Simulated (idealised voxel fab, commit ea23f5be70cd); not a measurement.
process module | voxel ribs on slabs
cross-section cut | 235 nm wide | cells 5 nm
A cross-section is a grid of square cells, given in bands from the top down. A band is one or more rows of cells.
Each band's line starts with the height of the band's top and of its bottom, in nm. Then come its materials from left to right, each with its width in nm. One material with "throughout" fills the band from edge to edge. "air" is empty space.
Height 0 is the level under which the wafer as received is all one material. The lowest band goes on downwards, as in "0 down".
A width such as "30 to 40" changes by the same amount from each row of cells to the next, from the band's top row to its bottom row.
"no change" after a step means that no cell of the cross-section changed.
closed voids: empty space of 8 cells or more with no open way to the top, each as width x height at its distance from the left edge, in nm
after a step's settings: what the simulator itself notes on the step
overlay nm, on a step with a mask: how far to the right of its planned place the mask lay; to the left if negative
plan
1 op RECEIVE | material Si
2 op DIRECTIONAL_DEP | material SiO2 | thk nm 20
3 op DIRECTIONAL_DEP | material SiN | thk nm 25
4 op DIRECTIONAL_DEP | material aC | thk nm 15
5 op PATTERN | tone cover | mask id RIB | material resist | width nm 30 | thk nm 35 | overlay nm 0
6 op DIRECTIONAL_ETCH | etch materials aC | depth nm 15
7 op STRIP | etch materials resist
8 op DIRECTIONAL_ETCH | etch materials SiN | depth nm 5
9 op STRIP | etch materials aC
10 op MASKED_ETCH | tone cover | mask id SLAB | width nm 60 | etch materials SiN | depth nm 20 | overlay nm 0
11 op FILL_DEP | material SiO2 | thk nm 15
12 op CMP | height nm 55
13 op DIRECTIONAL_DEP | material TiN | thk nm 5
14 op PATTERN | tone cover | mask id HEATER | material resist | width nm 40 | thk nm 20 | overlay nm 0
15 op DIRECTIONAL_ETCH | etch materials TiN | depth nm 5
16 op STRIP | etch materials resist
17 op CONFORMAL_DEP | material SiN | thk nm 5
as received, after step 1
  0 down: Si throughout
  closed voids: none
first wafer at the end, as planned
  65 to 60: air 90 | SiN 50 | air 95
  60 to 55: SiN 95 | TiN 40 | SiN 100
  55 to 45: SiO2 throughout
  45 to 40: SiO2 100 | SiN 30 | SiO2 105
  40 to 20: SiO2 85 | SiN 60 | SiO2 90
  20 to 0: SiO2 throughout
  0 down: Si throughout
  closed voids: none
second wafer at the end: like start, like plan, one mistake
  60 to 55: air 95 | TiN 40 | air 100
  55 to 45: SiO2 throughout
  45 to 40: SiO2 100 | SiN 30 | SiO2 105
  40 to 20: SiO2 85 | SiN 60 | SiO2 90
  20 to 0: SiO2 throughout
  0 down: Si throughout
  closed voids: none
what went wrong: step 17 was left out
at the end the second wafer has, in cells: 49 fewer of SiN
